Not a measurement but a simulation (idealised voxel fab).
Documented hereafter: the process module known as voxel spacer lines.
It is cross-section cut that appears here, measuring 290 nm in width, its square cells being 5 nm in size.
In this document a cross-section is written as a grid of square cells. It is given as a series of bands, listed from the top down, and a band is one or more rows of cells. Top height, bottom height, nm. Materials left to right, width each, nm. Single material + "all across" = fills band edge to edge. "empty" = empty. Beneath 0, the wafer as received is one material, and that level is where height counting begins. The lowest band goes on downward without a bottom; it is written like "0 and below". Width: "30 to 40" (first number = top row, second number = bottom row, same change from row to row of cells). No cell of the cross-section changed in a step that is given as "stayed the same". "Unvented voids": empty spaces of 8 cells or more with no open way to the top, each given as width x height at distance, distance from the left edge, all in nm. Note: text after step settings on the step line = simulator remark on that step. overlay nm: how far to the right of its planned place the mask lay on this masked step (negative: to the left).
[The steps planned for the process are as follows]
1 RECEIVE, material Si
2 CONFORMAL_DEP, material Al2O3, thk nm 10
3 DIRECTIONAL_DEP, material polySi, thk nm 20
4 DIRECTIONAL_DEP, material aC, thk nm 20
5 PATTERN, tone cover, mask id MANDREL, material resist, width nm 20, pitch nm 70, thk nm 30, overlay nm 0
6 DIRECTIONAL_ETCH, etch materials aC, depth nm 20
7 STRIP, etch materials resist
8 CONFORMAL_DEP, material SiN, thk nm 15
9 DIRECTIONAL_ETCH, etch materials SiN, depth nm 15
10 STRIP, etch materials aC
11 DIRECTIONAL_ETCH, etch materials polySi, depth nm 20
12 STRIP, etch materials SiN
13 FILL_DEP, material lowk, thk nm 5
14 CMP, height nm 30
[Shown in cross-section is the wafer as received, that is, as it stands after step 1]
	0 and below = Si all across
	Unvented voids: none
[The first of the two wafers as seen in cross-section once the module was finished; processing followed the plan]
	30 down to 10 = lowk: 85  polySi: 15  lowk: 20  polySi: 15  lowk: 20  polySi: 15  lowk: 20  polySi: 15  lowk: 85
	10 down to 0 = Al2O3 all across
	0 and below = Si all across
	Unvented voids: none
[Same start, same plan as the first wafer - but one mistake in the run. Cross-section of the second of the two at the end of the module]
	30 down to 10 = lowk: 85  polySi: 15  lowk: 25  polySi: 15  lowk: 15  polySi: 15  lowk: 25  polySi: 15  lowk: 80
	10 down to 0 = Al2O3 all across
	0 and below = Si all across
	Unvented voids: none
Deviation noted in wafer processing: step 5 ran differently from the plan; actual operation with settings: PATTERN, tone cover, mask id MANDREL, material resist, width nm 25, pitch nm 70, thk nm 30, overlay nm 0
The concluding comparison shows that, measured in cells, each material is equally abundant on both wafers, albeit at different positions.
